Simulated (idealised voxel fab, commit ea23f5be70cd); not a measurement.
process module | voxel self aligned contacts
FYI the section here is cut, 170 nm wide, cells are 5 nm squares.
The cross-sections in this document take the form of a grid made of square cells. They are written out as bands, in order from top to bottom. Each band consists of one or more rows of cells.
For a band, the entry starts with two heights in nm, that of the top and then that of the bottom, and carries on with the band's materials in order from left to right, each alongside its width in nm; the word "throughout" beside a single material means it fills the band edge to edge, and "empty" means empty space.
Convention: height 0 is the level below which the wafer, as received, is all one material. The lowest band does not terminate at the bottom but continues downward, represented as "0 nm and below".
When a width is written as two numbers, as in "30->40", the first number is the width in the top row of cells of the band and the second is the width in its bottom row, and the width changes by the same amount from each row to the next.
"no modification", as given for a step, is the statement that not any cell of the cross-section underwent a change during that step.
In "Closed void catalog" the enclosed voids are listed, meaning empty spaces of 8 cells or larger without any opening to the top. The form is width x height at distance, distance from the left edge, units nm.
Past the settings on a step's line: simulator remark, on that step.
"overlay nm" answers the question of how far to the right of plan the mask lay on a step that has a mask, and when it is negative the answer is to the left.
LISTED BELOW ARE THE PROCESS STEPS AS PLANNED
1 RECEIVE, material Si
2 CONFORMAL_DEP, material SiO2, thk nm 5
3 DIRECTIONAL_DEP, material polySi, thk nm 30
4 DIRECTIONAL_DEP, material SiN, thk nm 20
5 DIRECTIONAL_DEP, material aC, thk nm 10
6 PATTERN, tone cover, mask id GATE, material resist, width nm 30, pitch nm 60, thk nm 25, overlay nm 0
7 DIRECTIONAL_ETCH, etch materials aC, depth nm 10
8 STRIP, etch materials resist
9 DIRECTIONAL_ETCH, etch materials SiN, depth nm 20
10 DIRECTIONAL_ETCH, etch materials polySi, depth nm 30
11 STRIP, etch materials aC
12 CONFORMAL_DEP, material SiN, thk nm 5
13 DIRECTIONAL_ETCH, etch materials SiN, depth nm 5
14 FILL_DEP, material SiO2, thk nm 10
15 CMP, height nm 60
16 PATTERN, tone open, mask id CONTACT, material resist, width nm 40, thk nm 15, overlay nm 0
17 DIRECTIONAL_ETCH, etch materials SiO2, depth nm 60
18 STRIP, etch materials resist
19 CONFORMAL_DEP, material TiN, thk nm 5
20 FILL_DEP, material W, thk nm 5
21 CMP, height nm 60
22 CONFORMAL_DEP, material SiN, thk nm 5
FIRST WAFER OUT OF TWO, PROCESSED AS PLANNED
WAFER AT RECEIPT (POST STEP 1), CROSS-SECTION
    0 nm and below = Si throughout
    Closed void catalog: none
ONCE STEP 2 IS THROUGH, THE WAFER LOOKS LIKE THIS IN CROSS-SECTION
    5 nm to 0 nm = SiO2 throughout
    Under 0: no change, same as before.
ONCE STEP 3 IS THROUGH, THE WAFER LOOKS LIKE THIS IN CROSS-SECTION
    35 nm to 5 nm = polySi throughout
    Under 5: no change, same as before.
ONCE STEP 4 IS THROUGH, THE WAFER LOOKS LIKE THIS IN CROSS-SECTION
    55 nm to 35 nm = SiN throughout
    Under 35: no change, same as before.
ONCE STEP 5 IS THROUGH, THE WAFER LOOKS LIKE THIS IN CROSS-SECTION
    65 nm to 55 nm = aC throughout
    Under 55: no change, same as before.
ONCE STEP 6 IS THROUGH, THE WAFER LOOKS LIKE THIS IN CROSS-SECTION
    90 nm to 65 nm = 40 empty; 30 resist; 30 empty; 30 resist; 40 empty
    Under 65: no change, same as before.
ONCE STEP 7 IS THROUGH, THE WAFER LOOKS LIKE THIS IN CROSS-SECTION
    80 nm to 65 nm = 40 empty; 30 resist; 30 empty; 30 resist; 40 empty
    65 nm to 55 nm = 40 empty; 30 aC; 30 empty; 30 aC; 40 empty
    Under 55: no change, same as before.
ONCE STEP 8 IS THROUGH, THE WAFER LOOKS LIKE THIS IN CROSS-SECTION
    65 nm to 55 nm = 40 empty; 30 aC; 30 empty; 30 aC; 40 empty
    Under 55: no change, same as before.
ONCE STEP 9 IS THROUGH, THE WAFER LOOKS LIKE THIS IN CROSS-SECTION
    65 nm to 55 nm = 40 empty; 30 aC; 30 empty; 30 aC; 40 empty
    55 nm to 35 nm = 40 empty; 30 SiN; 30 empty; 30 SiN; 40 empty
    Under 35: no change, same as before.
ONCE STEP 10 IS THROUGH, THE WAFER LOOKS LIKE THIS IN CROSS-SECTION
    65 nm to 55 nm = 40 empty; 30 aC; 30 empty; 30 aC; 40 empty
    55 nm to 35 nm = 40 empty; 30 SiN; 30 empty; 30 SiN; 40 empty
    35 nm to 5 nm = 40 empty; 30 polySi; 30 empty; 30 polySi; 40 empty
    Under 5: no change, same as before.
ONCE STEP 11 IS THROUGH, THE WAFER LOOKS LIKE THIS IN CROSS-SECTION
    55 nm to 35 nm = 40 empty; 30 SiN; 30 empty; 30 SiN; 40 empty
    Under 35: no change, same as before.
ONCE STEP 12 IS THROUGH, THE WAFER LOOKS LIKE THIS IN CROSS-SECTION
    60 nm to 35 nm = 35 empty; 40 SiN; 20 empty; 40 SiN; 35 empty
    35 nm to 10 nm = 35 empty; 5 SiN; 30 polySi; 5 SiN; 20 empty; 5 SiN; 30 polySi; 5 SiN; 35 empty
    10 nm to 5 nm = 40 SiN; 30 polySi; 30 SiN; 30 polySi; 40 SiN
    Under 5: no change, same as before.
ONCE STEP 13 IS THROUGH, THE WAFER LOOKS LIKE THIS IN CROSS-SECTION
    55 nm to 35 nm = 35 empty; 40 SiN; 20 empty; 40 SiN; 35 empty
    35 nm to 5 nm = 35 empty; 5 SiN; 30 polySi; 5 SiN; 20 empty; 5 SiN; 30 polySi; 5 SiN; 35 empty
    Under 5: no change, same as before.
ONCE STEP 14 IS THROUGH, THE WAFER LOOKS LIKE THIS IN CROSS-SECTION
    65 nm to 55 nm = SiO2 throughout
    55 nm to 35 nm = 35 SiO2; 40 SiN; 20 SiO2; 40 SiN; 35 SiO2
    35 nm to 5 nm = 35 SiO2; 5 SiN; 30 polySi; 5 SiN; 20 SiO2; 5 SiN; 30 polySi; 5 SiN; 35 SiO2
    Under 5: no change, same as before.
ONCE STEP 15 IS THROUGH, THE WAFER LOOKS LIKE THIS IN CROSS-SECTION
    60 nm to 55 nm = SiO2 throughout
    Under 55: no change, same as before.
ONCE STEP 16 IS THROUGH, THE WAFER LOOKS LIKE THIS IN CROSS-SECTION
    75 nm to 60 nm = 65 resist; 40 empty; 65 resist
    Under 60: no change, same as before.
ONCE STEP 17 IS THROUGH, THE WAFER LOOKS LIKE THIS IN CROSS-SECTION
    75 nm to 60 nm = 65 resist; 40 empty; 65 resist
    60 nm to 55 nm = 65 SiO2; 40 empty; 65 SiO2
    55 nm to 35 nm = 35 SiO2; 40 SiN; 20 empty; 40 SiN; 35 SiO2
    35 nm to 5 nm = 35 SiO2; 5 SiN; 30 polySi; 5 SiN; 20 empty; 5 SiN; 30 polySi; 5 SiN; 35 SiO2
    5 nm to 0 nm = 75 SiO2; 20 empty; 75 SiO2
    Under 0: no change, same as before.
ONCE STEP 18 IS THROUGH, THE WAFER LOOKS LIKE THIS IN CROSS-SECTION
    60 nm to 55 nm = 65 SiO2; 40 empty; 65 SiO2
    Under 55: no change, same as before.
ONCE STEP 19 IS THROUGH, THE WAFER LOOKS LIKE THIS IN CROSS-SECTION
    65 nm to 60 nm = 70 TiN; 30 empty; 70 TiN
    60 nm to 55 nm = 65 SiO2; 15 TiN; 10 empty; 15 TiN; 65 SiO2
    55 nm to 35 nm = 35 SiO2; 40 SiN; 5 TiN; 10 empty; 5 TiN; 40 SiN; 35 SiO2
    35 nm to 5 nm = 35 SiO2; 5 SiN; 30 polySi; 5 SiN; 5 TiN; 10 empty; 5 TiN; 5 SiN; 30 polySi; 5 SiN; 35 SiO2
    5 nm to 0 nm = 75 SiO2; 20 TiN; 75 SiO2
    Under 0: no change, same as before.
ONCE STEP 20 IS THROUGH, THE WAFER LOOKS LIKE THIS IN CROSS-SECTION
    70 nm to 65 nm = W throughout
    65 nm to 60 nm = 70 TiN; 30 W; 70 TiN
    60 nm to 55 nm = 65 SiO2; 15 TiN; 10 W; 15 TiN; 65 SiO2
    55 nm to 35 nm = 35 SiO2; 40 SiN; 5 TiN; 10 W; 5 TiN; 40 SiN; 35 SiO2
    35 nm to 5 nm = 35 SiO2; 5 SiN; 30 polySi; 5 SiN; 5 TiN; 10 W; 5 TiN; 5 SiN; 30 polySi; 5 SiN; 35 SiO2
    Under 5: no change, same as before.
ONCE STEP 21 IS THROUGH, THE WAFER LOOKS LIKE THIS IN CROSS-SECTION
    60 nm to 55 nm = 65 SiO2; 15 TiN; 10 W; 15 TiN; 65 SiO2
    Under 55: no change, same as before.
ONCE STEP 22 IS THROUGH, THE WAFER LOOKS LIKE THIS IN CROSS-SECTION
    65 nm to 60 nm = SiN throughout
    Under 60: no change, same as before.
SECOND OF TWO: SAME START, SAME PLAN, ONE RUN ERROR; STEPS UP TO AND INCLUDING 15 MATCH THE FIRST
CROSS-SECTION: SECOND WAFER, TIME AT WHICH STEP 16 WAS SCHEDULED TO END
    75 nm to 60 nm = 70 resist; 40 empty; 60 resist
    Under 60: no change, same as before.
CROSS-SECTION: SECOND WAFER, TIME AT WHICH STEP 17 WAS SCHEDULED TO END
    75 nm to 60 nm = 70 resist; 40 empty; 60 resist
    60 nm to 55 nm = 70 SiO2; 40 empty; 60 SiO2
    55 nm to 35 nm = 35 SiO2; 40 SiN; 20 empty; 40 SiN; 35 SiO2
    35 nm to 5 nm = 35 SiO2; 5 SiN; 30 polySi; 5 SiN; 20 empty; 5 SiN; 30 polySi; 5 SiN; 35 SiO2
    5 nm to 0 nm = 75 SiO2; 20 empty; 75 SiO2
    Under 0: no change, same as before.
CROSS-SECTION: SECOND WAFER, TIME AT WHICH STEP 18 WAS SCHEDULED TO END
    60 nm to 55 nm = 70 SiO2; 40 empty; 60 SiO2
    Under 55: no change, same as before.
CROSS-SECTION: SECOND WAFER, TIME AT WHICH STEP 19 WAS SCHEDULED TO END
    65 nm to 60 nm = 75 TiN; 30 empty; 65 TiN
    60 nm to 55 nm = 70 SiO2; 10 TiN; 10 empty; 20 TiN; 60 SiO2
    55 nm to 35 nm = 35 SiO2; 40 SiN; 5 TiN; 10 empty; 5 TiN; 40 SiN; 35 SiO2
    35 nm to 5 nm = 35 SiO2; 5 SiN; 30 polySi; 5 SiN; 5 TiN; 10 empty; 5 TiN; 5 SiN; 30 polySi; 5 SiN; 35 SiO2
    5 nm to 0 nm = 75 SiO2; 20 TiN; 75 SiO2
    Under 0: no change, same as before.
CROSS-SECTION: SECOND WAFER, TIME AT WHICH STEP 20 WAS SCHEDULED TO END
    70 nm to 65 nm = W throughout
    65 nm to 60 nm = 75 TiN; 30 W; 65 TiN
    60 nm to 55 nm = 70 SiO2; 10 TiN; 10 W; 20 TiN; 60 SiO2
    55 nm to 35 nm = 35 SiO2; 40 SiN; 5 TiN; 10 W; 5 TiN; 40 SiN; 35 SiO2
    35 nm to 5 nm = 35 SiO2; 5 SiN; 30 polySi; 5 SiN; 5 TiN; 10 W; 5 TiN; 5 SiN; 30 polySi; 5 SiN; 35 SiO2
    Under 5: no change, same as before.
CROSS-SECTION: SECOND WAFER, TIME AT WHICH STEP 21 WAS SCHEDULED TO END
    60 nm to 55 nm = 70 SiO2; 10 TiN; 10 W; 20 TiN; 60 SiO2
    Under 55: no change, same as before.
CROSS-SECTION: SECOND WAFER, TIME AT WHICH STEP 22 WAS SCHEDULED TO END
    65 nm to 60 nm = SiN throughout
    Under 60: no change, same as before.
What broke from the plan during processing? planned and actual differ for step 16; actual: PATTERN, tone open, mask id CONTACT, material resist, width nm 40, thk nm 15, overlay nm 5
At the end, the second wafer has the same number of cells of each material as the first, but those cells sit in other places.
